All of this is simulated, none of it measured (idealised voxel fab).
The process module presented herein is designated voxel self aligned contacts.
Each square cell in cross-section cut measures 5 nm, and the section as a whole is 260 nm wide.
This document writes a cross-section as a grid whose cells are square, and gives it as bands, listed from the top down; one or more rows of cells form a band.
The entry gives the band's vertical extent as a top height and a bottom height in nm, then its horizontal make-up as materials from left to right, each with a width in nm. "empty" stands for empty space; a single material marked "full width" fills the band edge to edge.
Height 0 is the level under which the wafer as received is all one material. The lowest band goes on downwards, as in "0 down".
The expression "30 to 40" gives the width at the extremes of the band, the first number at its top row of cells and the second at its bottom row, with the width changing by equal amounts from each row to the next in between.
Step note "everything unchanged" = no cross-section cell changed.
Closed empty spaces (no open way to the top) of 8 cells or more are what "Sealed void list" lists, each as width x height at distance from the left edge, nm for all three.
Anything after a step's settings on that line? It's the simulator's own note about the step.
Regarding "overlay nm": on a step with a mask, it is the distance the mask lay to the right of its planned place; a negative value places it to the left.
**Process steps foreseen in the plan**
- 1: RECEIVE, material Si
- 2: CONFORMAL_DEP, material SiO2, thk nm 5
- 3: DIRECTIONAL_DEP, material polySi, thk nm 30
- 4: DIRECTIONAL_DEP, material SiN, thk nm 25
- 5: MASKED_ETCH, tone cover, mask id GATE, width nm 25, pitch nm 60, etch materials SiN, depth nm 25, overlay nm 0
- 6: MASKED_ETCH, tone cover, mask id GATE, width nm 25, pitch nm 60, etch materials polySi, depth nm 30, overlay nm 0
- 7: CONFORMAL_DEP, material SiN, thk nm 10
- 8: DIRECTIONAL_ETCH, etch materials SiN, depth nm 10
- 9: FILL_DEP, material SiO2, thk nm 15
- 10: CMP, height nm 65
- 11: MASKED_ETCH, tone open, mask id CONTACT, width nm 45, pitch nm 60, etch materials SiO2, depth nm 65, overlay nm 0
- 12: CONFORMAL_DEP, material TiN, thk nm 5
- 13: FILL_DEP, material W, thk nm 5
- 14: CMP, height nm 65
- 15: CONFORMAL_DEP, material SiCN, thk nm 5
**The cross-section here shows the wafer as received, i.e. in its state after step 1**
* 0 down  Si full width
* Sealed void list: none
**Final cross-section, module run with one mistake (start and plan as above)**
* 70 to 65  SiCN full width
* 65 to 60  SiO2 45 nm, then SiN 45 nm, then TiN 15 nm, then SiN 45 nm, then TiN 15 nm, then SiN 45 nm, then SiO2 50 nm
* 60 to 35  SiN full width
* 35 to 5  polySi full width
* 5 to 0  SiO2 full width
* 0 down  Si full width
* Sealed void list: none
Error vs. plan: step 4 of the plan was performed twice
